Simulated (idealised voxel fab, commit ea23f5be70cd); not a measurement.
voxel capacitor over wiring: a process module
Section cut is 170 nm wide and gridded with 5 nm square cells.
Cross-section = grid of square cells, listed top down in bands; band = one or more rows. First you get the band's top height and its bottom height, in nm, and then the materials it's made of, left to right, with each width in nm. If you see a single material with "edge to edge", that one covers the band edge to edge. "air" is empty space. Height datum 0, below which the as-received substrate wafer is one material. Lowest band open at the bottom, running downward: "top 0, no bottom". So if you see something like "30 to 40" for the width, read it as the top row of the band sitting at the first number and the bottom row at the second, with every row in between moving by the same amount as the last. "no change" after a step means that no cell of the cross-section changed. The label "Unvented voids" introduces a list of the empty spaces, 8 cells or larger, that have no open way up to the top; each entry in it reads width x height at distance, where the distance is taken from the left edge and all three are stated in nm. If you see something after the settings on a step's line, that's the simulator's own remark about that step. overlay nm: right-of-plan distance of the mask on a masked step; negative values mean left-of-plan. Each of the pairs that make up the rest of this document says: here is the cross-section before one process step, here is the cross-section after it, drawn only down to the lowest band that changed, and here, under the pair, is the step lying between them with its settings. Different pairs may come from different runs of this module on the same starting wafer, so a pair continues from the pair above it only where its entry headed "Prior to processing" says so.
[Prior to processing]
	top 60, bottom 45  resist 30 | air 15 | resist 125
	top 45, bottom 35  lowk edge to edge
	top 35, bottom 30  SiCN edge to edge
	top 30, bottom 15  lowk 30 | Ru 25 | lowk 60 | Ru 25 | lowk 30
	top 15, bottom 10  lowk 30 | TiN 25 | lowk 60 | TiN 25 | lowk 30
	top 10, bottom 0  SiO2 edge to edge
	top 0, no bottom  Si edge to edge
	Unvented voids: none
[Post-Process View]
	top 60, bottom 45  resist 30 | air 15 | resist 125
	top 45, bottom 35  lowk 30 | air 15 | lowk 125
	Lower than 35, everything is as it was.
	Unvented voids: none
The transition between the preceding cross-sections is accomplished by op DIRECTIONAL_ETCH | etch materials lowk | depth nm 10
Prior to processing: see the after view in the pair directly above.
[Post-Process View]
	top 60, bottom 45  resist 30 | air 15 | resist 125
	top 45, bottom 35  lowk 30 | air 15 | lowk 125
	top 35, bottom 30  SiCN 30 | air 15 | SiCN 125
	Lower than 30, everything is as it was.
	Unvented voids: none
The transition between the preceding cross-sections is accomplished by op DIRECTIONAL_ETCH | etch materials SiCN | depth nm 5
Prior to processing: see the after view in the pair directly above.
[Post-Process View]
	top 45, bottom 35  lowk 30 | air 15 | lowk 125
	Lower than 35, everything is as it was.
	Unvented voids: none
The transition between the preceding cross-sections is accomplished by op STRIP | etch materials resist
Prior to processing: see the after view in the pair directly above.
[Post-Process View]
	top 45, bottom 40  lowk 30 | air 15 | lowk 125
	top 40, bottom 35  lowk 30 | Ru 15 | lowk 125
	top 35, bottom 30  SiCN 30 | Ru 15 | SiCN 125
	Lower than 30, everything is as it was.
	Unvented voids: none
The transition between the preceding cross-sections is accomplished by op EPI | material Ru | thk nm 10
Prior to processing: see the after view in the pair directly above.
[Post-Process View]
	top 45, bottom 35  lowk 30 | Ru 15 | lowk 125
	Lower than 35, everything is as it was.
	Unvented voids: none
The transition between the preceding cross-sections is accomplished by op EPI | material Ru | thk nm 5
Prior to processing: see the after view in the pair directly above.
[Post-Process View]
	top 55, bottom 45  TiN edge to edge
	Lower than 45, everything is as it was.
	Unvented voids: none
The transition between the preceding cross-sections is accomplished by op DIRECTIONAL_DEP | material TiN | thk nm 10
Prior to processing: see the after view in the pair directly above.
[Post-Process View]
	top 60, bottom 55  Al2O3 edge to edge
	Lower than 55, everything is as it was.
	Unvented voids: none
The transition between the preceding cross-sections is accomplished by op DIRECTIONAL_DEP | material Al2O3 | thk nm 5
Prior to processing: see the after view in the pair directly above.
[Post-Process View]
	top 65, bottom 60  TiN edge to edge
	Lower than 60, everything is as it was.
	Unvented voids: none
The transition between the preceding cross-sections is accomplished by op DIRECTIONAL_DEP | material TiN | thk nm 5
Prior to processing: see the after view in the pair directly above.
[Post-Process View]
	top 65, bottom 60  air 40 | TiN 65 | air 65
	Lower than 60, everything is as it was.
	Unvented voids: none
The transition between the preceding cross-sections is accomplished by op MASKED_ETCH | tone cover | mask id UPPER_PLATE | width nm 65 | etch materials TiN | depth nm 5 | overlay nm 0
Prior to processing: see the after view in the pair directly above.
[Post-Process View]
	top 65, bottom 60  air 40 | TiN 65 | air 65
	top 60, bottom 55  air 40 | Al2O3 65 | air 65
	Lower than 55, everything is as it was.
	Unvented voids: none
The transition between the preceding cross-sections is accomplished by op MASKED_ETCH | tone cover | mask id UPPER_PLATE | width nm 65 | etch materials Al2O3 | depth nm 5 | overlay nm 0
Prior to processing: see the after view in the pair directly above.
[Post-Process View]
	top 80, bottom 70  air 40 | aC 65 | air 65
	top 70, bottom 65  aC edge to edge
	top 65, bottom 60  aC 40 | TiN 65 | aC 65
	top 60, bottom 55  aC 40 | Al2O3 65 | aC 65
	Lower than 55, everything is as it was.
	Unvented voids: none
The transition between the preceding cross-sections is accomplished by op DIRECTIONAL_DEP | material aC | thk nm 15
Prior to processing: see the after view in the pair directly above.
[Post-Process View]
	top 115, bottom 80  air 35 | resist 75 | air 60
	top 80, bottom 70  air 35 | resist 5 | aC 65 | resist 5 | air 60
	Lower than 70, everything is as it was.
	Unvented voids: none
The transition between the preceding cross-sections is accomplished by op PATTERN | tone cover | mask id LOWER_PLATE | material resist | width nm 75 | thk nm 35 | overlay nm 0
Prior to processing: see the after view in the pair directly above.
[Post-Process View]
	top 100, bottom 80  air 35 | resist 75 | air 60
	top 80, bottom 70  air 35 | resist 5 | aC 65 | resist 5 | air 60
	top 70, bottom 65  air 35 | aC 75 | air 60
	top 65, bottom 60  air 35 | aC 5 | TiN 65 | aC 5 | air 60
	top 60, bottom 55  air 35 | aC 5 | Al2O3 65 | aC 5 | air 60
	Lower than 55, everything is as it was.
	Unvented voids: none
The transition between the preceding cross-sections is accomplished by op DIRECTIONAL_ETCH | etch materials aC | depth nm 15
Prior to processing: see the after view in the pair directly above.
[Post-Process View]
	top 80, bottom 70  air 40 | aC 65 | air 65
	Lower than 70, everything is as it was.
	Unvented voids: none
The transition between the preceding cross-sections is accomplished by op STRIP | etch materials resist
Prior to processing: see the after view in the pair directly above.
[Post-Process View]
	top 80, bottom 70  air 40 | aC 65 | air 65
	top 70, bottom 65  air 35 | aC 75 | air 60
	top 65, bottom 60  air 35 | aC 5 | TiN 65 | aC 5 | air 60
	top 60, bottom 55  air 35 | aC 5 | Al2O3 65 | aC 5 | air 60
	top 55, bottom 45  air 35 | TiN 75 | air 60
	Lower than 45, everything is as it was.
	Unvented voids: none
The transition between the preceding cross-sections is accomplished by op DIRECTIONAL_ETCH | etch materials TiN | depth nm 10
Prior to processing: see the after view in the pair directly above.
[Post-Process View]
	top 65, bottom 60  air 40 | TiN 65 | air 65
	top 60, bottom 55  air 40 | Al2O3 65 | air 65
	Lower than 55, everything is as it was.
	Unvented voids: none
The transition between the preceding cross-sections is accomplished by op STRIP | etch materials aC
Prior to processing: see the after view in the pair directly above.
[Post-Process View]
	top 85, bottom 65  SiO2 edge to edge
	top 65, bottom 60  SiO2 40 | TiN 65 | SiO2 65
	top 60, bottom 55  SiO2 40 | Al2O3 65 | SiO2 65
	top 55, bottom 45  SiO2 35 | TiN 75 | SiO2 60
	Lower than 45, everything is as it was.
	Unvented voids: none
The transition between the preceding cross-sections is accomplished by op FILL_DEP | material SiO2 | thk nm 20
Prior to processing: see the after view in the pair directly above.
[Post-Process View]
	top 80, bottom 65  SiO2 edge to edge
	Lower than 65, everything is as it was.
	Unvented voids: none
The transition between the preceding cross-sections is accomplished by op CMP | height nm 80
Prior to processing: see the after view in the pair directly above.
[Post-Process View]
	top 95, bottom 80  aC edge to edge
	Lower than 80, everything is as it was.
	Unvented voids: none
The transition between the preceding cross-sections is accomplished by op DIRECTIONAL_DEP | material aC | thk nm 15
Prior to processing: see the after view in the pair directly above.
[Post-Process View]
	top 125, bottom 95  resist 50 | air 15 | resist 105
	Lower than 95, everything is as it was.
	Unvented voids: none
The transition between the preceding cross-sections is accomplished by op PATTERN | tone open | mask id PLUG_2 | material resist | width nm 15 | thk nm 30 | overlay nm 0
Prior to processing: see the after view in the pair directly above.
[Post-Process View]
	top 110, bottom 95  resist 50 | air 15 | resist 105
	top 95, bottom 80  aC 50 | air 15 | aC 105
	Lower than 80, everything is as it was.
	Unvented voids: none
The transition between the preceding cross-sections is accomplished by op DIRECTIONAL_ETCH | etch materials aC | depth nm 15
Prior to processing: see the after view in the pair directly above.
[Post-Process View]
	top 95, bottom 80  aC 50 | air 15 | aC 105
	Lower than 80, everything is as it was.
	Unvented voids: none
The transition between the preceding cross-sections is accomplished by op STRIP | etch materials resist
Prior to processing: see the after view in the pair directly above.
[Post-Process View]
	top 95, bottom 80  aC 50 | air 15 | aC 105
	top 80, bottom 65  SiO2 50 | air 15 | SiO2 105
	Lower than 65, everything is as it was.
	Unvented voids: none
The transition between the preceding cross-sections is accomplished by op DIRECTIONAL_ETCH | etch materials SiO2 | depth nm 15
Prior to processing: see the after view in the pair directly above.
[Post-Process View]
	top 80, bottom 65  SiO2 50 | air 15 | SiO2 105
	Lower than 65, everything is as it was.
	Unvented voids: none
The transition between the preceding cross-sections is accomplished by op STRIP | etch materials aC
Prior to processing: see the after view in the pair directly above.
[Post-Process View]
	top 85, bottom 80  TiN 55 | air 5 | TiN 110
	top 80, bottom 70  SiO2 50 | TiN 5 | air 5 | TiN 5 | SiO2 105
	top 70, bottom 60  SiO2 50 to 40 | TiN 15 to 65 | SiO2 105 to 65
	Lower than 60, everything is as it was.
	Unvented voids: none
The transition between the preceding cross-sections is accomplished by op CONFORMAL_DEP | material TiN | thk nm 5
Prior to processing: see the after view in the pair directly above.
[Post-Process View]
	top 90, bottom 85  Cu edge to edge
	top 85, bottom 80  TiN 55 | Cu 5 | TiN 110
	top 80, bottom 70  SiO2 50 | TiN 5 | Cu 5 | TiN 5 | SiO2 105
	Lower than 70, everything is as it was.
	Unvented voids: none
The transition between the preceding cross-sections is accomplished by op FILL_DEP | material Cu | thk nm 5
Prior to processing: see the after view in the pair directly above.
[Post-Process View]
	top 80, bottom 70  SiO2 50 | TiN 5 | Cu 5 | TiN 5 | SiO2 105
	Lower than 70, everything is as it was.
	Unvented voids: none
The transition between the preceding cross-sections is accomplished by op CMP | height nm 80
Prior to processing: see the after view in the pair directly above.
[Post-Process View]
	top 85, bottom 80  SiN edge to edge
	Lower than 80, everything is as it was.
	Unvented voids: none
The transition between the preceding cross-sections is accomplished by op CONFORMAL_DEP | material SiN | thk nm 5
[Prior to processing]
	top 55, bottom 45  TiN edge to edge
	top 45, bottom 35  lowk 40 | Ru 15 | lowk 115
	top 35, bottom 30  SiCN 40 | Ru 15 | SiCN 115
	top 30, bottom 15  lowk 30 | Ru 25 | lowk 60 | Ru 25 | lowk 30
	top 15, bottom 10  lowk 30 | TiN 25 | lowk 60 | TiN 25 | lowk 30
	top 10, bottom 0  SiO2 edge to edge
	top 0, no bottom  Si edge to edge
	Unvented voids: none
[Post-Process View]
	top 60, bottom 55  SiN edge to edge
	Lower than 55, everything is as it was.
	Unvented voids: none
The transition between the preceding cross-sections is accomplished by op DIRECTIONAL_DEP | material SiN | thk nm 5
Prior to processing: see the after view in the pair directly above.
[Post-Process View]
	top 65, bottom 60  TiN edge to edge
	Lower than 60, everything is as it was.
	Unvented voids: none
The transition between the preceding cross-sections is accomplished by op DIRECTIONAL_DEP | material TiN | thk nm 5
Prior to processing: see the after view in the pair directly above.
[Post-Process View]
	top 65, bottom 60  air 40 | TiN 65 | air 65
	Lower than 60, everything is as it was.
	Unvented voids: none
The transition between the preceding cross-sections is accomplished by op MASKED_ETCH | tone cover | mask id UPPER_PLATE | width nm 65 | etch materials TiN | depth nm 5 | overlay nm 0
Prior to processing: see the after view in the pair directly above.
[Post-Process View]
	top 80, bottom 75  air 40 | aC 65 | air 65
	top 75, bottom 65  aC edge to edge
	top 65, bottom 60  aC 40 | TiN 65 | aC 65
	Lower than 60, everything is as it was.
	Unvented voids: none
The transition between the preceding cross-sections is accomplished by op DIRECTIONAL_DEP | material aC | thk nm 15
Prior to processing: see the after view in the pair directly above.
[Post-Process View]
	top 115, bottom 80  air 35 | resist 75 | air 60
	top 80, bottom 75  air 35 | resist 5 | aC 65 | resist 5 | air 60
	Lower than 75, everything is as it was.
	Unvented voids: none
The transition between the preceding cross-sections is accomplished by op PATTERN | tone cover | mask id LOWER_PLATE | material resist | width nm 75 | thk nm 35 | overlay nm 0
Prior to processing: see the after view in the pair directly above.
[Post-Process View]
	top 100, bottom 80  air 35 | resist 75 | air 60
	top 80, bottom 75  air 35 | resist 5 | aC 65 | resist 5 | air 60
	top 75, bottom 65  air 35 | aC 75 | air 60
	top 65, bottom 60  air 35 | aC 5 | TiN 65 | aC 5 | air 60
	Lower than 60, everything is as it was.
	Unvented voids: none
The transition between the preceding cross-sections is accomplished by op DIRECTIONAL_ETCH | etch materials aC | depth nm 15
Prior to processing: see the after view in the pair directly above.
[Post-Process View]
	top 80, bottom 75  air 40 | aC 65 | air 65
	Lower than 75, everything is as it was.
	Unvented voids: none
The transition between the preceding cross-sections is accomplished by op STRIP | etch materials resist
Prior to processing: see the after view in the pair directly above.
[Post-Process View]
	top 65, bottom 60  air 40 | TiN 65 | air 65
	Lower than 60, everything is as it was.
	Unvented voids: none
The transition between the preceding cross-sections is accomplished by op STRIP | etch materials aC
Prior to processing: see the after view in the pair directly above.
[Post-Process View]
	top 85, bottom 65  SiO2 edge to edge
	top 65, bottom 60  SiO2 40 | TiN 65 | SiO2 65
	Lower than 60, everything is as it was.
	Unvented voids: none
The transition between the preceding cross-sections is accomplished by op FILL_DEP | material SiO2 | thk nm 20
Prior to processing: see the after view in the pair directly above.
[Post-Process View]
	top 80, bottom 65  SiO2 edge to edge
	Lower than 65, everything is as it was.
	Unvented voids: none
The transition between the preceding cross-sections is accomplished by op CMP | height nm 80
Prior to processing: see the after view in the pair directly above.
[Post-Process View]
	top 95, bottom 80  aC edge to edge
	Lower than 80, everything is as it was.
	Unvented voids: none
The transition between the preceding cross-sections is accomplished by op DIRECTIONAL_DEP | material aC | thk nm 15
Prior to processing: see the after view in the pair directly above.
[Post-Process View]
	top 125, bottom 95  resist 50 | air 15 | resist 105
	Lower than 95, everything is as it was.
	Unvented voids: none
The transition between the preceding cross-sections is accomplished by op PATTERN | tone open | mask id PLUG_2 | material resist | width nm 15 | thk nm 30 | overlay nm 0
Prior to processing: see the after view in the pair directly above.
[Post-Process View]
	top 110, bottom 95  resist 50 | air 15 | resist 105
	top 95, bottom 80  aC 50 | air 15 | aC 105
	Lower than 80, everything is as it was.
	Unvented voids: none
The transition between the preceding cross-sections is accomplished by op DIRECTIONAL_ETCH | etch materials aC | depth nm 15
Prior to processing: see the after view in the pair directly above.
[Post-Process View]
	top 95, bottom 80  aC 50 | air 15 | aC 105
	Lower than 80, everything is as it was.
	Unvented voids: none
The transition between the preceding cross-sections is accomplished by op STRIP | etch materials resist
Prior to processing: see the after view in the pair directly above.
[Post-Process View]
	top 95, bottom 80  aC 50 | air 15 | aC 105
	top 80, bottom 65  SiO2 50 | air 15 | SiO2 105
	Lower than 65, everything is as it was.
	Unvented voids: none
The transition between the preceding cross-sections is accomplished by op DIRECTIONAL_ETCH | etch materials SiO2 | depth nm 15
Prior to processing: see the after view in the pair directly above.
[Post-Process View]
	top 80, bottom 65  SiO2 50 | air 15 | SiO2 105
	Lower than 65, everything is as it was.
	Unvented voids: none
The transition between the preceding cross-sections is accomplished by op STRIP | etch materials aC
Prior to processing: see the after view in the pair directly above.
[Post-Process View]
	top 85, bottom 80  TiN 55 | air 5 | TiN 110
	top 80, bottom 70  SiO2 50 | TiN 5 | air 5 | TiN 5 | SiO2 105
	top 70, bottom 60  SiO2 50 to 40 | TiN 15 to 65 | SiO2 105 to 65
	Lower than 60, everything is as it was.
	Unvented voids: none
The transition between the preceding cross-sections is accomplished by op CONFORMAL_DEP | material TiN | thk nm 5
Prior to processing: see the after view in the pair directly above.
[Post-Process View]
	top 90, bottom 85  Cu edge to edge
	top 85, bottom 80  TiN 55 | Cu 5 | TiN 110
	top 80, bottom 70  SiO2 50 | TiN 5 | Cu 5 | TiN 5 | SiO2 105
	Lower than 70, everything is as it was.
	Unvented voids: none
The transition between the preceding cross-sections is accomplished by op FILL_DEP | material Cu | thk nm 5
Prior to processing: see the after view in the pair directly above.
[Post-Process View]
	top 80, bottom 70  SiO2 50 | TiN 5 | Cu 5 | TiN 5 | SiO2 105
	Lower than 70, everything is as it was.
	Unvented voids: none
The transition between the preceding cross-sections is accomplished by op CMP | height nm 80
Prior to processing: see the after view in the pair directly above.
[Post-Process View]
	top 85, bottom 80  SiN edge to edge
	Lower than 80, everything is as it was.
	Unvented voids: none
The transition between the preceding cross-sections is accomplished by op CONFORMAL_DEP | material SiN | thk nm 5
[Prior to processing]
	top 95, bottom 80  aC edge to edge
	top 80, bottom 65  SiO2 edge to edge
	top 65, bottom 60  SiO2 40 | TiN 65 | SiO2 65
	top 60, bottom 55  SiO2 40 | Al2O3 65 | SiO2 65
	top 55, bottom 45  SiO2 35 | TiN 75 | SiO2 60
	top 45, bottom 35  lowk 40 | Ru 15 | lowk 115
	top 35, bottom 30  SiCN 40 | Ru 15 | SiCN 115
	top 30, bottom 15  lowk 30 | Ru 25 | lowk 60 | Ru 25 | lowk 30
	top 15, bottom 10  lowk 30 | TiN 25 | lowk 60 | TiN 25 | lowk 30
	top 10, bottom 0  SiO2 edge to edge
	top 0, no bottom  Si edge to edge
	Unvented voids: none
[Post-Process View]
	top 125, bottom 95  air 50 | resist 15 | air 105
	Lower than 95, everything is as it was.
	Unvented voids: none
The transition between the preceding cross-sections is accomplished by op PATTERN | tone cover | mask id PLUG_2 | material resist | width nm 15 | thk nm 30 | overlay nm 0
Prior to processing: see the after view in the pair directly above.
[Post-Process View]
	top 110, bottom 95  air 50 | resist 15 | air 105
	top 95, bottom 80  air 50 | aC 15 | air 105
	Lower than 80, everything is as it was.
	Unvented voids: none
The transition between the preceding cross-sections is accomplished by op DIRECTIONAL_ETCH | etch materials aC | depth nm 15
Prior to processing: see the after view in the pair directly above.
[Post-Process View]
	top 95, bottom 80  air 50 | aC 15 | air 105
	Lower than 80, everything is as it was.
	Unvented voids: none
The transition between the preceding cross-sections is accomplished by op STRIP | etch materials resist
Prior to processing: see the after view in the pair directly above.
[Post-Process View]
	top 95, bottom 80  air 50 | aC 15 | air 105
	top 80, bottom 65  air 50 | SiO2 15 | air 105
	Lower than 65, everything is as it was.
	Unvented voids: none
The transition between the preceding cross-sections is accomplished by op DIRECTIONAL_ETCH | etch materials SiO2 | depth nm 15
Prior to processing: see the after view in the pair directly above.
[Post-Process View]
	top 80, bottom 65  air 50 | SiO2 15 | air 105
	Lower than 65, everything is as it was.
	Unvented voids: none
The transition between the preceding cross-sections is accomplished by op STRIP | etch materials aC
Prior to processing: see the after view in the pair directly above.
[Post-Process View]
	top 85, bottom 80  air 45 | TiN 25 | air 100
	top 80, bottom 70  air 45 | TiN 5 | SiO2 15 | TiN 5 | air 100
	top 70, bottom 65  TiN 50 | SiO2 15 | TiN 105
	Lower than 65, everything is as it was.
	Unvented voids: none
The transition between the preceding cross-sections is accomplished by op CONFORMAL_DEP | material TiN | thk nm 5
Prior to processing: see the after view in the pair directly above.
[Post-Process View]
	top 90, bottom 85  Cu edge to edge
	top 85, bottom 80  Cu 45 | TiN 25 | Cu 100
	top 80, bottom 70  Cu 45 | TiN 5 | SiO2 15 | TiN 5 | Cu 100
	Lower than 70, everything is as it was.
	Unvented voids: none
The transition between the preceding cross-sections is accomplished by op FILL_DEP | material Cu | thk nm 5
Prior to processing: see the after view in the pair directly above.
[Post-Process View]
	top 80, bottom 70  Cu 45 | TiN 5 | SiO2 15 | TiN 5 | Cu 100
	Lower than 70, everything is as it was.
	Unvented voids: none
The transition between the preceding cross-sections is accomplished by op CMP | height nm 80
Prior to processing: see the after view in the pair directly above.
[Post-Process View]
	top 85, bottom 80  SiN edge to edge
	Lower than 80, everything is as it was.
	Unvented voids: none
The transition between the preceding cross-sections is accomplished by op CONFORMAL_DEP | material SiN | thk nm 5
